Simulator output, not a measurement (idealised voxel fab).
You're looking at the process module voxel gate over fins.
Xsec cut, 285 nm wide, square cell size 5 nm.
Cross-section layout: square cells on a grid; listed as bands, top to bottom; a band spans one or more cell rows.
Look at the band entry: it leads with the top's height and the bottom's height in nm. Then it lists the materials left to right, with a width in nm for each. The word "all across" on a single material says that material fills the band edge to edge. The word "empty" is empty space.
Below 0: as-received wafer, all one material; heights counted from there. Lowest band: no bottom, goes on down, written "top 0, no bottom".
The notation "30..40" denotes a width that varies across the rows of cells in the band, beginning at the first number in the top row, finishing at the second number in the bottom row, and changing by an identical amount from each row to the next.
Given "identical to before" for a step, no cell of the cross-section differs between before and after that step.
Look at "Unvented voids" for the closed voids: empty spaces with no open path to the top, sized 8 cells or up. Each is width x height at distance, distance from the left edge, all nm.
Where a step's line continues beyond its settings, the continuation is a remark by the simulator itself on that step.
The setting "overlay nm" may be written on the line of a step. When the step uses a mask, the value reports how far to the right of the planned place the mask lay, and a negative value reports that it lay to the left.
Below is the list of planned process steps:
1: RECEIVE [material Si]
2: CONFORMAL_DEP [material SiN] [thk nm 10]
3: MASKED_ETCH [tone cover] [mask id FINS] [width nm 15] [pitch nm 40] [etch materials SiN] [depth nm 10] [overlay nm 0]
4: MASKED_ETCH [tone cover] [mask id FINS] [width nm 15] [pitch nm 40] [etch materials Si] [depth nm 40] [overlay nm 0]
5: OXIDIZE [depth nm 5]
6: FILL_DEP [material SiO2] [thk nm 10]
7: CMP [height nm 10]
8: SELECTIVE_ETCH [etch materials SiO2] [depth nm 25]
9: STRIP [etch materials SiN]
10: CONFORMAL_DEP [material HfO2] [thk nm 5]
11: CONFORMAL_DEP [material TiN] [thk nm 5]
12: FILL_DEP [material W] [thk nm 15]
13: CMP [height nm 20]
14: CONFORMAL_DEP [material SiN] [thk nm 5]
This is the cross-section of the wafer as we received it, i.e. after step 1:
	top 0, no bottom | Si all across
	Unvented voids: none
The first of the two wafers as seen in cross-section once the module was finished; processing followed the plan:
	top 25, bottom 20 | SiN all across
	top 20, bottom 10 | W all across
	top 10, bottom 5 | 70 W | 25 TiN | 15 W | 25 TiN | 15 W | 25 TiN | 15 W | 25 TiN | 70 W
	top 5, bottom 0 | 70 W | 5 TiN | 15 HfO2 | 5 TiN | 15 W | 5 TiN | 15 HfO2 | 5 TiN | 15 W | 5 TiN | 15 HfO2 | 5 TiN | 15 W | 5 TiN | 15 HfO2 | 5 TiN | 70 W
	top 0, bottom -5 | 70 W | 5 TiN | 5 HfO2 | 5 Si | 5 HfO2 | 5 TiN | 15 W | 5 TiN | 5 HfO2 | 5 Si | 5 HfO2 | 5 TiN | 15 W | 5 TiN | 5 HfO2 | 5 Si | 5 HfO2 | 5 TiN | 15 W | 5 TiN | 5 HfO2 | 5 Si | 5 HfO2 | 5 TiN | 70 W
	top -5, bottom -10 | 75 TiN | 5 HfO2 | 5 Si | 5 HfO2 | 25 TiN | 5 HfO2 | 5 Si | 5 HfO2 | 25 TiN | 5 HfO2 | 5 Si | 5 HfO2 | 25 TiN | 5 HfO2 | 5 Si | 5 HfO2 | 75 TiN
	top -10, bottom -15 | 80 HfO2 | 5 Si | 35 HfO2 | 5 Si | 35 HfO2 | 5 Si | 35 HfO2 | 5 Si | 80 HfO2
	top -15, bottom -45 | 80 SiO2 | 5 Si | 35 SiO2 | 5 Si | 35 SiO2 | 5 Si | 35 SiO2 | 5 Si | 80 SiO2
	top -45, no bottom | Si all across
	Unvented voids: none
Wafer two (of two), end-of-module cross-section: start = wafer one, plan = wafer one, one run mistake:
	top 25, bottom 20 | SiN all across
	top 20, bottom 10 | W all across
	top 10, bottom 5 | 70 W | 25 TiN | 15 W | 25 TiN | 15 W | 25 TiN | 15 W | 25 TiN | 70 W
	top 5, bottom 0 | 70 W | 5 TiN | 15 HfO2 | 5 TiN | 15 W | 5 TiN | 15 HfO2 | 5 TiN | 15 W | 5 TiN | 15 HfO2 | 5 TiN | 15 W | 5 TiN | 15 HfO2 | 5 TiN | 70 W
	top 0, bottom -30 | 70 W | 5 TiN | 5 HfO2 | 5 Si | 5 HfO2 | 5 TiN | 15 W | 5 TiN | 5 HfO2 | 5 Si | 5 HfO2 | 5 TiN | 15 W | 5 TiN | 5 HfO2 | 5 Si | 5 HfO2 | 5 TiN | 15 W | 5 TiN | 5 HfO2 | 5 Si | 5 HfO2 | 5 TiN | 70 W
	top -30, bottom -35 | 75 TiN | 5 HfO2 | 5 Si | 5 HfO2 | 25 TiN | 5 HfO2 | 5 Si | 5 HfO2 | 25 TiN | 5 HfO2 | 5 Si | 5 HfO2 | 25 TiN | 5 HfO2 | 5 Si | 5 HfO2 | 75 TiN
	top -35, bottom -40 | 80 HfO2 | 5 Si | 35 HfO2 | 5 Si | 35 HfO2 | 5 Si | 35 HfO2 | 5 Si | 80 HfO2
	top -40, bottom -45 | 80 SiO2 | 5 Si | 35 SiO2 | 5 Si | 35 SiO2 | 5 Si | 35 SiO2 | 5 Si | 80 SiO2
	top -45, no bottom | Si all across
	Unvented voids: none
What broke from the plan during processing? step 8 in the plan was executed twice
Heads up, by the end the second wafer has more or fewer cells of some materials compared to the first: HfO2: 40 more | SiO2: 265 fewer | TiN: 40 more | W: 185 more
